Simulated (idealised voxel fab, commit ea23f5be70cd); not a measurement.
Process module under the name voxel trench capacitor
Cross-section cut: width 240 nm, square cells of 5 nm.
A cross-section in this document is a grid of square cells, and it is written down as bands, the top band listed before the ones below it; a band is made up of one or more rows of cells. The band entry comprises the height of the band's top followed by the height of its bottom, expressed in nm, and subsequently the band's materials from left to right, each stated together with its width in nm. Where a single material is marked with the word "full width", that material fills the band from edge to edge. The word "air" represents empty space. Counting heights begins at 0, where everything beneath is, in the wafer as received, one material. The lowest band has no bottom; it goes on downwards, as "0 nm and below" shows. The width entry "30..40" should be interpreted row by row: the top row of cells in the band takes the first number, the bottom row takes the second number, and the change between adjacent rows is uniform throughout. Step note "nothing was modified" = no cross-section cell changed. The label "Enclosed void catalog" introduces a list of the empty spaces, 8 cells or larger, that have no open way up to the top; each entry in it reads width x height at distance, where the distance is taken from the left edge and all three are stated in nm. What comes after the settings on a step's line is commentary from the simulator itself on that step. "overlay nm" on a masked step: distance the mask lay right of its planned place, negative for left.

Planned step list for the process
1) RECEIVE (material Si)
2) CONFORMAL_DEP (material SiN; thk nm 10)
3) PATTERN (tone open; mask id TRENCH; material resist; width nm 25; pitch nm 50; thk nm 15; overlay nm 0)
4) DIRECTIONAL_ETCH (etch materials SiN; depth nm 10)
5) DIRECTIONAL_ETCH (etch materials Si; depth nm 40)
6) STRIP (etch materials resist)
7) CONFORMAL_DEP (material HfO2; thk nm 5)
8) CONFORMAL_DEP (material TiN; thk nm 5)
9) FILL_DEP (material W; thk nm 5)
10) CMP (height nm 10)

First wafer, two in total, run as planned

The cross-section here shows the wafer as received, i.e. in its state after step 1
    0 nm and below = Si full width
    Enclosed void catalog: none

Step 2 done - wafer cross-section
    10 nm to 0 nm = SiN full width
    For the remainder of the cross-section, below 0, there is no change.

Step 3 done - wafer cross-section
    25 nm to 10 nm = resist=55  air=25  resist=25  air=25  resist=25  air=25  resist=60
    For the remainder of the cross-section, below 10, there is no change.

Step 4 done - wafer cross-section
    25 nm to 10 nm = resist=55  air=25  resist=25  air=25  resist=25  air=25  resist=60
    10 nm to 0 nm = SiN=55  air=25  SiN=25  air=25  SiN=25  air=25  SiN=60
    For the remainder of the cross-section, below 0, there is no change.

Step 5 done - wafer cross-section
    25 nm to 10 nm = resist=55  air=25  resist=25  air=25  resist=25  air=25  resist=60
    10 nm to 0 nm = SiN=55  air=25  SiN=25  air=25  SiN=25  air=25  SiN=60
    0 nm to -40 nm = Si=55  air=25  Si=25  air=25  Si=25  air=25  Si=60
    For the remainder of the cross-section, below -40, there is no change.

Step 6 done - wafer cross-section
    10 nm to 0 nm = SiN=55  air=25  SiN=25  air=25  SiN=25  air=25  SiN=60
    For the remainder of the cross-section, below 0, there is no change.

Step 7 done - wafer cross-section
    15 nm to 10 nm = HfO2=60  air=15  HfO2=35  air=15  HfO2=35  air=15  HfO2=65
    10 nm to 0 nm = SiN=55  HfO2=5  air=15  HfO2=5  SiN=25  HfO2=5  air=15  HfO2=5  SiN=25  HfO2=5  air=15  HfO2=5  SiN=60
    0 nm to -35 nm = Si=55  HfO2=5  air=15  HfO2=5  Si=25  HfO2=5  air=15  HfO2=5  Si=25  HfO2=5  air=15  HfO2=5  Si=60
    -35 nm to -40 nm = Si=55  HfO2=25  Si=25  HfO2=25  Si=25  HfO2=25  Si=60
    For the remainder of the cross-section, below -40, there is no change.

Step 8 done - wafer cross-section
    20 nm to 15 nm = TiN=65  air=5  TiN=45  air=5  TiN=45  air=5  TiN=70
    15 nm to 10 nm = HfO2=60  TiN=5  air=5  TiN=5  HfO2=35  TiN=5  air=5  TiN=5  HfO2=35  TiN=5  air=5  TiN=5  HfO2=65
    10 nm to 0 nm = SiN=55  HfO2=5  TiN=5  air=5  TiN=5  HfO2=5  SiN=25  HfO2=5  TiN=5  air=5  TiN=5  HfO2=5  SiN=25  HfO2=5  TiN=5  air=5  TiN=5  HfO2=5  SiN=60
    0 nm to -30 nm = Si=55  HfO2=5  TiN=5  air=5  TiN=5  HfO2=5  Si=25  HfO2=5  TiN=5  air=5  TiN=5  HfO2=5  Si=25  HfO2=5  TiN=5  air=5  TiN=5  HfO2=5  Si=60
    -30 nm to -35 nm = Si=55  HfO2=5  TiN=15  HfO2=5  Si=25  HfO2=5  TiN=15  HfO2=5  Si=25  HfO2=5  TiN=15  HfO2=5  Si=60
    For the remainder of the cross-section, below -35, there is no change.

Step 9 done - wafer cross-section
    25 nm to 20 nm = W full width
    20 nm to 15 nm = TiN=65  W=5  TiN=45  W=5  TiN=45  W=5  TiN=70
    15 nm to 10 nm = HfO2=60  TiN=5  W=5  TiN=5  HfO2=35  TiN=5  W=5  TiN=5  HfO2=35  TiN=5  W=5  TiN=5  HfO2=65
    10 nm to 0 nm = SiN=55  HfO2=5  TiN=5  W=5  TiN=5  HfO2=5  SiN=25  HfO2=5  TiN=5  W=5  TiN=5  HfO2=5  SiN=25  HfO2=5  TiN=5  W=5  TiN=5  HfO2=5  SiN=60
    0 nm to -30 nm = Si=55  HfO2=5  TiN=5  W=5  TiN=5  HfO2=5  Si=25  HfO2=5  TiN=5  W=5  TiN=5  HfO2=5  Si=25  HfO2=5  TiN=5  W=5  TiN=5  HfO2=5  Si=60
    For the remainder of the cross-section, below -30, there is no change.

Step 10 done - wafer cross-section
    10 nm to 0 nm = SiN=55  HfO2=5  TiN=5  W=5  TiN=5  HfO2=5  SiN=25  HfO2=5  TiN=5  W=5  TiN=5  HfO2=5  SiN=25  HfO2=5  TiN=5  W=5  TiN=5  HfO2=5  SiN=60
    For the remainder of the cross-section, below 0, there is no change.

Here the second wafer is described. Its start and its plan were those of the first wafer. Its run contained one mistake. Up to and including step 6, it did exactly what the first wafer did

Second wafer, sectioned view, at step 7's planned end time
    15 nm to 10 nm = TiN=60  air=15  TiN=35  air=15  TiN=35  air=15  TiN=65
    10 nm to 0 nm = SiN=55  TiN=5  air=15  TiN=5  SiN=25  TiN=5  air=15  TiN=5  SiN=25  TiN=5  air=15  TiN=5  SiN=60
    0 nm to -35 nm = Si=55  TiN=5  air=15  TiN=5  Si=25  TiN=5  air=15  TiN=5  Si=25  TiN=5  air=15  TiN=5  Si=60
    -35 nm to -40 nm = Si=55  TiN=25  Si=25  TiN=25  Si=25  TiN=25  Si=60
    For the remainder of the cross-section, below -40, there is no change.

Second wafer, sectioned view, at step 8's planned end time
    20 nm to 15 nm = HfO2=65  air=5  HfO2=45  air=5  HfO2=45  air=5  HfO2=70
    15 nm to 10 nm = TiN=60  HfO2=5  air=5  HfO2=5  TiN=35  HfO2=5  air=5  HfO2=5  TiN=35  HfO2=5  air=5  HfO2=5  TiN=65
    10 nm to 0 nm = SiN=55  TiN=5  HfO2=5  air=5  HfO2=5  TiN=5  SiN=25  TiN=5  HfO2=5  air=5  HfO2=5  TiN=5  SiN=25  TiN=5  HfO2=5  air=5  HfO2=5  TiN=5  SiN=60
    0 nm to -30 nm = Si=55  TiN=5  HfO2=5  air=5  HfO2=5  TiN=5  Si=25  TiN=5  HfO2=5  air=5  HfO2=5  TiN=5  Si=25  TiN=5  HfO2=5  air=5  HfO2=5  TiN=5  Si=60
    -30 nm to -35 nm = Si=55  TiN=5  HfO2=15  TiN=5  Si=25  TiN=5  HfO2=15  TiN=5  Si=25  TiN=5  HfO2=15  TiN=5  Si=60
    For the remainder of the cross-section, below -35, there is no change.

Second wafer, sectioned view, at step 9's planned end time
    25 nm to 20 nm = W full width
    20 nm to 15 nm = HfO2=65  W=5  HfO2=45  W=5  HfO2=45  W=5  HfO2=70
    15 nm to 10 nm = TiN=60  HfO2=5  W=5  HfO2=5  TiN=35  HfO2=5  W=5  HfO2=5  TiN=35  HfO2=5  W=5  HfO2=5  TiN=65
    10 nm to 0 nm = SiN=55  TiN=5  HfO2=5  W=5  HfO2=5  TiN=5  SiN=25  TiN=5  HfO2=5  W=5  HfO2=5  TiN=5  SiN=25  TiN=5  HfO2=5  W=5  HfO2=5  TiN=5  SiN=60
    0 nm to -30 nm = Si=55  TiN=5  HfO2=5  W=5  HfO2=5  TiN=5  Si=25  TiN=5  HfO2=5  W=5  HfO2=5  TiN=5  Si=25  TiN=5  HfO2=5  W=5  HfO2=5  TiN=5  Si=60
    For the remainder of the cross-section, below -30, there is no change.

Second wafer, sectioned view, at step 10's planned end time
    10 nm to 0 nm = SiN=55  TiN=5  HfO2=5  W=5  HfO2=5  TiN=5  SiN=25  TiN=5  HfO2=5  W=5  HfO2=5  TiN=5  SiN=25  TiN=5  HfO2=5  W=5  HfO2=5  TiN=5  SiN=60
    For the remainder of the cross-section, below 0, there is no change.
Diagnosis: steps 7 and 8: order swapped relative to plan
At the finish, the second wafer shows more or fewer cells for some materials than the first does: 12 fewer of HfO2, 12 more of TiN
